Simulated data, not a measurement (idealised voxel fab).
Process module heading - voxel self aligned contacts
The cross-section on display is named cut; it measures 215 nm wide, and its cells are 5 nm squares.
Heads up, the way a cross-section reads in here is a grid of square cells, handed over as bands from the top down, with every band being one or more rows of cells.
Per band: top height and bottom height in nm, followed by the left-to-right materials and their widths in nm; "edge to edge" marks a single material spanning edge to edge, "air" marks empty space.
All heights in this document are referenced to 0, defined as the level beneath which the wafer, as received, consists entirely of one material. The lowest band is not bounded below; it extends indefinitely downward and is written in the form "0 nm and below".
Width spec "30->40" -> top row of cells at first value, bottom row at second value, equal per-row change in between.
"nothing different" for a step: no cell of the cross-section changed in that step.
Empty spaces counting at least 8 cells and having no open way to the top are listed in "Voids, sealed". The notation width x height at distance is used for each, the distance being from the left edge and all three values in nm.
The remark found on a step's line after its settings is issued by the simulator itself and pertains to that step.
For masked steps, "overlay nm" on the step line gives how far right of plan the mask actually lay; a minus sign means it lay to the left.

# The process steps that were planned are listed below
1,op RECEIVE | material Si
2,op OXIDIZE | depth nm 5
3,op DIRECTIONAL_DEP | material polySi | thk nm 20
4,op DIRECTIONAL_DEP | material SiN | thk nm 20
5,op PATTERN | tone cover | mask id GATE | material resist | width nm 25 | pitch nm 60 | thk nm 20 | overlay nm 0
6,op DIRECTIONAL_ETCH | etch materials SiN | depth nm 20
7,op DIRECTIONAL_ETCH | etch materials polySi | depth nm 20
8,op STRIP | etch materials resist
9,op CONFORMAL_DEP | material SiN | thk nm 10
10,op DIRECTIONAL_ETCH | etch materials SiN | depth nm 10
11,op FILL_DEP | material SiO2 | thk nm 15
12,op CMP | height nm 45
13,op DIRECTIONAL_DEP | material aC | thk nm 15
14,op PATTERN | tone open | mask id CONTACT | material resist | width nm 45 | pitch nm 60 | thk nm 35 | overlay nm 0
15,op DIRECTIONAL_ETCH | etch materials aC | depth nm 15
16,op STRIP | etch materials resist
17,op DIRECTIONAL_ETCH | etch materials SiO2 | depth nm 50
18,op STRIP | etch materials aC
19,op CONFORMAL_DEP | material TiN | thk nm 5
20,op FILL_DEP | material W | thk nm 5
21,op CMP | height nm 45
22,op CONFORMAL_DEP | material SiN | thk nm 5

# The following pertains to the first of two wafers, which was processed as planned

# Cross-section of the wafer upon arrival, representing the state reached after step 1
  0 nm and below = Si edge to edge
  Voids, sealed: none

# Upon completion of step 2, the wafer appears in cross-section as shown
  0 nm to -5 nm = SiO2 edge to edge
  At heights below -5, the structure remains unaltered.

# Upon completion of step 3, the wafer appears in cross-section as shown
  20 nm to 0 nm = polySi edge to edge
  At heights below 0, the structure remains unaltered.

# Upon completion of step 4, the wafer appears in cross-section as shown
  40 nm to 20 nm = SiN edge to edge
  At heights below 20, the structure remains unaltered.

# Upon completion of step 5, the wafer appears in cross-section as shown
  60 nm to 40 nm = air (35)  resist (25)  air (35)  resist (25)  air (35)  resist (25)  air (35)
  At heights below 40, the structure remains unaltered.

# Upon completion of step 6, the wafer appears in cross-section as shown
  60 nm to 40 nm = air (35)  resist (25)  air (35)  resist (25)  air (35)  resist (25)  air (35)
  40 nm to 20 nm = air (35)  SiN (25)  air (35)  SiN (25)  air (35)  SiN (25)  air (35)
  At heights below 20, the structure remains unaltered.

# Upon completion of step 7, the wafer appears in cross-section as shown
  60 nm to 40 nm = air (35)  resist (25)  air (35)  resist (25)  air (35)  resist (25)  air (35)
  40 nm to 20 nm = air (35)  SiN (25)  air (35)  SiN (25)  air (35)  SiN (25)  air (35)
  20 nm to 0 nm = air (35)  polySi (25)  air (35)  polySi (25)  air (35)  polySi (25)  air (35)
  At heights below 0, the structure remains unaltered.

# Upon completion of step 8, the wafer appears in cross-section as shown
  40 nm to 20 nm = air (35)  SiN (25)  air (35)  SiN (25)  air (35)  SiN (25)  air (35)
  At heights below 20, the structure remains unaltered.

# Upon completion of step 9, the wafer appears in cross-section as shown
  50 nm to 20 nm = air (25)  SiN (45)  air (15)  SiN (45)  air (15)  SiN (45)  air (25)
  20 nm to 10 nm = air (25)  SiN (10)  polySi (25)  SiN (10)  air (15)  SiN (10)  polySi (25)  SiN (10)  air (15)  SiN (10)  polySi (25)  SiN (10)  air (25)
  10 nm to 0 nm = SiN (35)  polySi (25)  SiN (35)  polySi (25)  SiN (35)  polySi (25)  SiN (35)
  At heights below 0, the structure remains unaltered.

# Upon completion of step 10, the wafer appears in cross-section as shown
  40 nm to 20 nm = air (25)  SiN (45)  air (15)  SiN (45)  air (15)  SiN (45)  air (25)
  20 nm to 0 nm = air (25)  SiN (10)  polySi (25)  SiN (10)  air (15)  SiN (10)  polySi (25)  SiN (10)  air (15)  SiN (10)  polySi (25)  SiN (10)  air (25)
  At heights below 0, the structure remains unaltered.

# Upon completion of step 11, the wafer appears in cross-section as shown
  55 nm to 40 nm = SiO2 edge to edge
  40 nm to 20 nm = SiO2 (25)  SiN (45)  SiO2 (15)  SiN (45)  SiO2 (15)  SiN (45)  SiO2 (25)
  20 nm to 0 nm = SiO2 (25)  SiN (10)  polySi (25)  SiN (10)  SiO2 (15)  SiN (10)  polySi (25)  SiN (10)  SiO2 (15)  SiN (10)  polySi (25)  SiN (10)  SiO2 (25)
  At heights below 0, the structure remains unaltered.

# Upon completion of step 12, the wafer appears in cross-section as shown
  45 nm to 40 nm = SiO2 edge to edge
  At heights below 40, the structure remains unaltered.

# Upon completion of step 13, the wafer appears in cross-section as shown
  60 nm to 45 nm = aC edge to edge
  At heights below 45, the structure remains unaltered.

# Upon completion of step 14, the wafer appears in cross-section as shown
  95 nm to 60 nm = resist (55)  air (45)  resist (15)  air (45)  resist (55)
  At heights below 60, the structure remains unaltered.

# Upon completion of step 15, the wafer appears in cross-section as shown
  80 nm to 60 nm = resist (55)  air (45)  resist (15)  air (45)  resist (55)
  60 nm to 45 nm = aC (55)  air (45)  aC (15)  air (45)  aC (55)
  At heights below 45, the structure remains unaltered.

# Upon completion of step 16, the wafer appears in cross-section as shown
  60 nm to 45 nm = aC (55)  air (45)  aC (15)  air (45)  aC (55)
  At heights below 45, the structure remains unaltered.

# Upon completion of step 17, the wafer appears in cross-section as shown
  60 nm to 45 nm = aC (55)  air (45)  aC (15)  air (45)  aC (55)
  45 nm to 40 nm = SiO2 (55)  air (45)  SiO2 (15)  air (45)  SiO2 (55)
  40 nm to 20 nm = SiO2 (25)  SiN (45)  air (15)  SiN (45)  air (15)  SiN (45)  SiO2 (25)
  20 nm to 0 nm = SiO2 (25)  SiN (10)  polySi (25)  SiN (10)  air (15)  SiN (10)  polySi (25)  SiN (10)  air (15)  SiN (10)  polySi (25)  SiN (10)  SiO2 (25)
  0 nm to -5 nm = SiO2 (70)  air (15)  SiO2 (45)  air (15)  SiO2 (70)
  At heights below -5, the structure remains unaltered.

# Upon completion of step 18, the wafer appears in cross-section as shown
  45 nm to 40 nm = SiO2 (55)  air (45)  SiO2 (15)  air (45)  SiO2 (55)
  At heights below 40, the structure remains unaltered.

# Upon completion of step 19, the wafer appears in cross-section as shown
  50 nm to 45 nm = TiN (60)  air (35)  TiN (25)  air (35)  TiN (60)
  45 nm to 40 nm = SiO2 (55)  TiN (20)  air (5)  TiN (20)  SiO2 (15)  TiN (20)  air (5)  TiN (20)  SiO2 (55)
  40 nm to 20 nm = SiO2 (25)  SiN (45)  TiN (5)  air (5)  TiN (5)  SiN (45)  TiN (5)  air (5)  TiN (5)  SiN (45)  SiO2 (25)
  20 nm to 0 nm = SiO2 (25)  SiN (10)  polySi (25)  SiN (10)  TiN (5)  air (5)  TiN (5)  SiN (10)  polySi (25)  SiN (10)  TiN (5)  air (5)  TiN (5)  SiN (10)  polySi (25)  SiN (10)  SiO2 (25)
  0 nm to -5 nm = SiO2 (70)  TiN (15)  SiO2 (45)  TiN (15)  SiO2 (70)
  At heights below -5, the structure remains unaltered.

# Upon completion of step 20, the wafer appears in cross-section as shown
  55 nm to 50 nm = W edge to edge
  50 nm to 45 nm = TiN (60)  W (35)  TiN (25)  W (35)  TiN (60)
  45 nm to 40 nm = SiO2 (55)  TiN (20)  W (5)  TiN (20)  SiO2 (15)  TiN (20)  W (5)  TiN (20)  SiO2 (55)
  40 nm to 20 nm = SiO2 (25)  SiN (45)  TiN (5)  W (5)  TiN (5)  SiN (45)  TiN (5)  W (5)  TiN (5)  SiN (45)  SiO2 (25)
  20 nm to 0 nm = SiO2 (25)  SiN (10)  polySi (25)  SiN (10)  TiN (5)  W (5)  TiN (5)  SiN (10)  polySi (25)  SiN (10)  TiN (5)  W (5)  TiN (5)  SiN (10)  polySi (25)  SiN (10)  SiO2 (25)
  At heights below 0, the structure remains unaltered.

# Upon completion of step 21, the wafer appears in cross-section as shown
  45 nm to 40 nm = SiO2 (55)  TiN (20)  W (5)  TiN (20)  SiO2 (15)  TiN (20)  W (5)  TiN (20)  SiO2 (55)
  At heights below 40, the structure remains unaltered.

# Upon completion of step 22, the wafer appears in cross-section as shown
  50 nm to 45 nm = SiN edge to edge
  At heights below 45, the structure remains unaltered.

# Second wafer: same start and same plan as the first, one execution error; identical to the first through step 3

# X-section, second wafer, when step 4 was due to finish
  60 nm to 20 nm = SiN edge to edge
  At heights below 20, the structure remains unaltered.

# X-section, second wafer, when step 5 was due to finish
  80 nm to 60 nm = air (35)  resist (25)  air (35)  resist (25)  air (35)  resist (25)  air (35)
  At heights below 60, the structure remains unaltered.

# X-section, second wafer, when step 6 was due to finish
  80 nm to 60 nm = air (35)  resist (25)  air (35)  resist (25)  air (35)  resist (25)  air (35)
  60 nm to 40 nm = air (35)  SiN (25)  air (35)  SiN (25)  air (35)  SiN (25)  air (35)
  At heights below 40, the structure remains unaltered.

X-section, second wafer, when step 7 was due to finish: nothing different

# X-section, second wafer, when step 8 was due to finish
  60 nm to 40 nm = air (35)  SiN (25)  air (35)  SiN (25)  air (35)  SiN (25)  air (35)
  At heights below 40, the structure remains unaltered.

# X-section, second wafer, when step 9 was due to finish
  70 nm to 50 nm = air (25)  SiN (45)  air (15)  SiN (45)  air (15)  SiN (45)  air (25)
  50 nm to 20 nm = SiN edge to edge
  At heights below 20, the structure remains unaltered.

# X-section, second wafer, when step 10 was due to finish
  60 nm to 40 nm = air (25)  SiN (45)  air (15)  SiN (45)  air (15)  SiN (45)  air (25)
  At heights below 40, the structure remains unaltered.

# X-section, second wafer, when step 11 was due to finish
  75 nm to 60 nm = SiO2 edge to edge
  60 nm to 40 nm = SiO2 (25)  SiN (45)  SiO2 (15)  SiN (45)  SiO2 (15)  SiN (45)  SiO2 (25)
  At heights below 40, the structure remains unaltered.

# X-section, second wafer, when step 12 was due to finish
  45 nm to 40 nm = SiO2 (25)  SiN (45)  SiO2 (15)  SiN (45)  SiO2 (15)  SiN (45)  SiO2 (25)
  At heights below 40, the structure remains unaltered.

# X-section, second wafer, when step 13 was due to finish
  60 nm to 45 nm = aC edge to edge
  At heights below 45, the structure remains unaltered.

# X-section, second wafer, when step 14 was due to finish
  95 nm to 60 nm = resist (55)  air (45)  resist (15)  air (45)  resist (55)
  At heights below 60, the structure remains unaltered.

# X-section, second wafer, when step 15 was due to finish
  80 nm to 60 nm = resist (55)  air (45)  resist (15)  air (45)  resist (55)
  60 nm to 45 nm = aC (55)  air (45)  aC (15)  air (45)  aC (55)
  At heights below 45, the structure remains unaltered.

# X-section, second wafer, when step 16 was due to finish
  60 nm to 45 nm = aC (55)  air (45)  aC (15)  air (45)  aC (55)
  At heights below 45, the structure remains unaltered.

# X-section, second wafer, when step 17 was due to finish
  60 nm to 45 nm = aC (55)  air (45)  aC (15)  air (45)  aC (55)
  45 nm to 40 nm = SiO2 (25)  SiN (45)  air (15)  SiN (45)  air (15)  SiN (45)  SiO2 (25)
  At heights below 40, the structure remains unaltered.

# X-section, second wafer, when step 18 was due to finish
  45 nm to 40 nm = SiO2 (25)  SiN (45)  air (15)  SiN (45)  air (15)  SiN (45)  SiO2 (25)
  At heights below 40, the structure remains unaltered.

# X-section, second wafer, when step 19 was due to finish
  50 nm to 45 nm = TiN (75)  air (5)  TiN (55)  air (5)  TiN (75)
  45 nm to 40 nm = SiO2 (25)  SiN (45)  TiN (15)  SiN (45)  TiN (15)  SiN (45)  SiO2 (25)
  At heights below 40, the structure remains unaltered.

# X-section, second wafer, when step 20 was due to finish
  55 nm to 50 nm = W edge to edge
  50 nm to 45 nm = TiN (75)  W (5)  TiN (55)  W (5)  TiN (75)
  At heights below 45, the structure remains unaltered.

# X-section, second wafer, when step 21 was due to finish
  45 nm to 40 nm = SiO2 (25)  SiN (45)  TiN (15)  SiN (45)  TiN (15)  SiN (45)  SiO2 (25)
  At heights below 40, the structure remains unaltered.

# X-section, second wafer, when step 22 was due to finish
  50 nm to 45 nm = SiN edge to edge
  At heights below 45, the structure remains unaltered.
Which mistake was made when the wafer was run? twice over, step 4 of the plan was run
Wrapping up, a cell-based count of both wafers puts the second over or under the first for these materials: SiN: 43 more; SiO2: 89 fewer; TiN: 48 fewer; W: 18 fewer; polySi: 112 more
